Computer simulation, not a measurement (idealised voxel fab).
voxel wiring stack: a process module
Section cut is 195 nm wide and gridded with 5 nm square cells.
This document writes a cross-section as a grid whose cells are square, and gives it as bands, listed from the top down; one or more rows of cells form a band. Band entry format. Leading values: height of top, height of bottom, nm. Remainder: materials in left-to-right order, each with its width in nm. Special words: "everywhere" on a single material, which then fills the band edge to edge; "blank", empty space. Heads up on the height convention: 0 is the point under which the incoming wafer is all one material, and the lowest band has no bottom, it just keeps going down, like "z 0 and below". Graded width ("30->40"): value in top row of band = first number; value in bottom row = second number; row-to-row change constant. The designation "everything unchanged", where it is given for a processing step, indicates that no cell of the cross-section was altered in the course of that step. If an empty space has no open way to the top and is at least 8 cells in size, "Unvented cavities" lists it, written width x height at distance, where distance is measured from the left edge and every value is in nm. Heads up: the bit after the settings on a step's line is the simulator's remark on that step. overlay nm: how far to the right of its planned place the mask lay on this masked step (negative: to the left).
### The planned process steps are enumerated hereunder
1) RECEIVE: material Si
2) CONFORMAL_DEP: material SiO2, thk nm 15
3) DIRECTIONAL_DEP: material TiN, thk nm 5
4) DIRECTIONAL_DEP: material Ru, thk nm 25
5) PATTERN: tone cover, mask id METAL_1, material resist, width nm 30, pitch nm 45, thk nm 20, overlay nm 0
6) DIRECTIONAL_ETCH: etch materials Ru, depth nm 25
7) DIRECTIONAL_ETCH: etch materials TiN, depth nm 5
8) STRIP: etch materials resist
9) CONFORMAL_DEP: material SiN, thk nm 5
10) FILL_DEP: material lowk, thk nm 10
11) CMP: height nm 45
12) CONFORMAL_DEP: material SiCN, thk nm 5
13) DIRECTIONAL_DEP: material lowk, thk nm 15
14) PATTERN: tone open, mask id PLUG_1, material resist, width nm 15, pitch nm 90, thk nm 15, overlay nm 0
15) DIRECTIONAL_ETCH: etch materials lowk, depth nm 15
16) DIRECTIONAL_ETCH: etch materials SiCN, depth nm 5
17) STRIP: etch materials resist
18) CONFORMAL_DEP: material TiN, thk nm 5
19) FILL_DEP: material Cu, thk nm 10
20) CMP: height nm 65
21) CONFORMAL_DEP: material SiCN, thk nm 5
22) DIRECTIONAL_DEP: material SiO2, thk nm 15
23) MASKED_ETCH: tone open, mask id METAL_2, width nm 30, pitch nm 45, etch materials SiO2, depth nm 15, overlay nm 0
24) MASKED_ETCH: tone open, mask id METAL_2, width nm 30, pitch nm 45, etch materials SiCN, depth nm 5, overlay nm 0
25) CONFORMAL_DEP: material TiN, thk nm 5
26) FILL_DEP: material W, thk nm 5
27) CMP: height nm 85
28) CONFORMAL_DEP: material SiCN, thk nm 5
29) DIRECTIONAL_DEP: material lowk, thk nm 35
30) PATTERN: tone open, mask id METAL_3, material resist, width nm 30, pitch nm 45, thk nm 15, overlay nm 0
31) DIRECTIONAL_ETCH: etch materials lowk, depth nm 10
32) STRIP: etch materials resist
33) PATTERN: tone open, mask id METAL_3_HOLES, material resist, width nm 15, pitch nm 90, thk nm 20, overlay nm 0
34) DIRECTIONAL_ETCH: etch materials lowk, depth nm 15
35) DIRECTIONAL_ETCH: etch materials SiCN, depth nm 5
36) STRIP: etch materials resist
37) CONFORMAL_DEP: material TiN, thk nm 5
38) FILL_DEP: material Cu, thk nm 10
39) CMP: height nm 125
40) CONFORMAL_DEP: material SiCN, thk nm 5
The value of depth nm given for step 31 in the plan refers to the first wafer; the wafers vary in this setting and are alike at the start.
### As received, i.e. after step 1: cross-section through the first of several wafers
* z 0 and below | Si everywhere
* Unvented cavities: none
### End of module: cross-section of the first of several wafers after step 40, the last step
* z 130 to 125 | SiCN everywhere
* z 125 to 120 | lowk 35 nm, TiN 5 nm, Cu 20 nm, TiN 5 nm, lowk 15 nm, TiN 5 nm, Cu 20 nm, TiN 5 nm, lowk 15 nm, TiN 5 nm, Cu 20 nm, TiN 5 nm, lowk 40 nm
* z 120 to 115 | lowk 35 nm, TiN 5 nm, Cu 5 nm, TiN 20 nm, lowk 15 nm, TiN 30 nm, lowk 15 nm, TiN 5 nm, Cu 5 nm, TiN 20 nm, lowk 40 nm
* z 115 to 105 | lowk 35 nm, TiN 5 nm, Cu 5 nm, TiN 5 nm, lowk 75 nm, TiN 5 nm, Cu 5 nm, TiN 5 nm, lowk 55 nm
* z 105 to 100 | lowk 35 nm, TiN 15 nm, lowk 75 nm, TiN 15 nm, lowk 55 nm
* z 100 to 90 | lowk everywhere
* z 90 to 85 | SiCN everywhere
* z 85 to 70 | SiO2 35 nm, TiN 5 nm, W 20 nm, TiN 5 nm, SiO2 15 nm, TiN 5 nm, W 20 nm, TiN 5 nm, SiO2 15 nm, TiN 5 nm, W 20 nm, TiN 5 nm, SiO2 40 nm
* z 70 to 65 | SiCN 35 nm, TiN 30 nm, SiCN 15 nm, TiN 30 nm, SiCN 15 nm, TiN 30 nm, SiCN 40 nm
* z 65 to 50 | lowk 35 nm, TiN 5 nm, Cu 5 nm, TiN 5 nm, lowk 75 nm, TiN 5 nm, Cu 5 nm, TiN 5 nm, lowk 55 nm
* z 50 to 45 | SiCN 35 nm, TiN 15 nm, SiCN 75 nm, TiN 15 nm, SiCN 55 nm
* z 45 to 20 | lowk 30 nm, SiN 5 nm, Ru 30 nm, SiN 5 nm, lowk 5 nm, SiN 5 nm, Ru 30 nm, SiN 5 nm, lowk 5 nm, SiN 5 nm, Ru 30 nm, SiN 5 nm, lowk 35 nm
* z 20 to 15 | SiN 35 nm, TiN 30 nm, SiN 15 nm, TiN 30 nm, SiN 15 nm, TiN 30 nm, SiN 40 nm
* z 15 to 0 | SiO2 everywhere
* z 0 and below | Si everywhere
* Unvented cavities: none
### Final wafer of several, shown in cross-section at the end of the module
* z 130 to 125 | SiCN everywhere
* z 125 to 95 | lowk 35 nm, TiN 5 nm, Cu 20 nm, TiN 5 nm, lowk 15 nm, TiN 5 nm, Cu 20 nm, TiN 5 nm, lowk 15 nm, TiN 5 nm, Cu 20 nm, TiN 5 nm, lowk 40 nm
* z 95 to 90 | lowk 35 nm, TiN 5 nm, Cu 5 nm, TiN 20 nm, lowk 15 nm, TiN 30 nm, lowk 15 nm, TiN 5 nm, Cu 5 nm, TiN 20 nm, lowk 40 nm
* z 90 to 85 | SiCN 35 nm, TiN 15 nm, SiCN 75 nm, TiN 15 nm, SiCN 55 nm
* z 85 to 70 | SiO2 35 nm, TiN 5 nm, W 20 nm, TiN 5 nm, SiO2 15 nm, TiN 5 nm, W 20 nm, TiN 5 nm, SiO2 15 nm, TiN 5 nm, W 20 nm, TiN 5 nm, SiO2 40 nm
* z 70 to 65 | SiCN 35 nm, TiN 30 nm, SiCN 15 nm, TiN 30 nm, SiCN 15 nm, TiN 30 nm, SiCN 40 nm
* z 65 to 50 | lowk 35 nm, TiN 5 nm, Cu 5 nm, TiN 5 nm, lowk 75 nm, TiN 5 nm, Cu 5 nm, TiN 5 nm, lowk 55 nm
* z 50 to 45 | SiCN 35 nm, TiN 15 nm, SiCN 75 nm, TiN 15 nm, SiCN 55 nm
* z 45 to 20 | lowk 30 nm, SiN 5 nm, Ru 30 nm, SiN 5 nm, lowk 5 nm, SiN 5 nm, Ru 30 nm, SiN 5 nm, lowk 5 nm, SiN 5 nm, Ru 30 nm, SiN 5 nm, lowk 35 nm
* z 20 to 15 | SiN 35 nm, TiN 30 nm, SiN 15 nm, TiN 30 nm, SiN 15 nm, TiN 30 nm, SiN 40 nm
* z 15 to 0 | SiO2 everywhere
* z 0 and below | Si everywhere
* Unvented cavities: none
### Per wafer, end of module: cells gained (+) or lost (-) per material since receipt, then closed voids
depth nm 10 | +24 Cu | +90 Ru | +132 SiCN | +51 SiN | +180 SiO2 | +108 TiN | +36 W | +393 lowk | Unvented cavities: none
depth nm 15 | +36 Cu | +90 Ru | +132 SiCN | +51 SiN | +180 SiO2 | +114 TiN | +36 W | +375 lowk | Unvented cavities: none
depth nm 20 | +50 Cu | +90 Ru | +126 SiCN | +51 SiN | +180 SiO2 | +124 TiN | +36 W | +357 lowk | Unvented cavities: none
depth nm 25 | +60 Cu | +90 Ru | +126 SiCN | +51 SiN | +180 SiO2 | +126 TiN | +36 W | +345 lowk | Unvented cavities: none
depth nm 30 | +70 Cu | +90 Ru | +126 SiCN | +51 SiN | +180 SiO2 | +128 TiN | +36 W | +333 lowk | Unvented cavities: none
depth nm 35 | +80 Cu | +90 Ru | +126 SiCN | +51 SiN | +180 SiO2 | +130 TiN | +36 W | +321 lowk | Unvented cavities: none
